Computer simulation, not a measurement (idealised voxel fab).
Herein follows the process module entitled voxel released beams.
Square cells of 5 nm make up the cross-section cut, whose width is 215 nm.
Notation: cross-section as square-cell grid; stated in bands, top first, going down; one or more cell rows per band.
Read a band's entry like this: the first values are the height of its top and the height of its bottom in nm, and what follows is the sequence of materials from left to right, each with its width in nm. Note that "blank" is empty space, and that a single material marked "edge to edge" reaches across the band from edge to edge.
Heights are measured from 0, the level below which the as-received wafer is all one material; the lowest band has no bottom and continues downward, written as in "from 0 down".
It should be noted that a width expressed as "30 to 40" varies in equal increments from row to row of cells within the band, taking the value of the first number at the top row and that of the second number at the bottom row.
"nothing different" (step): cross-section cells unchanged, all of them.
Basically, "Catalogued sealed voids" tells you about the enclosed voids: empty spaces with no open way to the top, 8 cells or bigger, each written width x height at distance, where distance is from the left edge, all in nm.
Post-settings text on a step line: simulator's own remark regarding the step.
If you see "overlay nm" on a step's line and that step has a mask, it's telling you how far right of where it was planned the mask ended up; a negative number means it went left instead.
## This section lists the process steps that were planned
step 1: RECEIVE [material Si]
step 2: CONFORMAL_DEP [material Al2O3] [thk nm 5]
step 3: DIRECTIONAL_DEP [material SiO2] [thk nm 10]
step 4: PATTERN [tone open] [mask id ANCHOR] [material resist] [width nm 45] [thk nm 20] [overlay nm 0]
step 5: DIRECTIONAL_ETCH [etch materials SiO2] [depth nm 10]
step 6: STRIP [etch materials resist]
step 7: CONFORMAL_DEP [material W] [thk nm 15]
step 8: MASKED_ETCH [tone cover] [mask id BEAM] [width nm 130] [etch materials W] [depth nm 15] [overlay nm 0]
step 9: STRIP [etch materials SiO2]
## Cross-section of the wafer upon arrival, representing the state reached after step 1
* from 0 down = Si edge to edge
* Catalogued sealed voids: none
## Module complete - cross-section of the first of two wafers, run according to plan
* from 30 to 20 = blank 40 nm, W 20 nm, blank 15 nm, W 95 nm, blank 45 nm
* from 20 to 15 = blank 40 nm, W 130 nm, blank 45 nm
* from 15 to 5 = blank 45 nm, W 45 nm, blank 125 nm
* from 5 to 0 = Al2O3 edge to edge
* from 0 down = Si edge to edge
* Catalogued sealed voids: none
## What the second wafer looks like in cross-section once the module is done. Its start and its plan matched the first wafer's exactly; what differed was one mistake in how it was run
* from 30 to 15 = blank 40 nm, W 130 nm, blank 45 nm
* from 15 to 10 = Al2O3 edge to edge
* from 10 to 0 = SiO2 edge to edge
* from 0 down = Si edge to edge
* Catalogued sealed voids: none
It is concluded that the wafer was processed incorrectly with respect to the plan, in that steps 2 and 3 swapped
Heads up, by the end the second wafer has more or fewer cells of some materials compared to the first: SiO2 +86; W -12
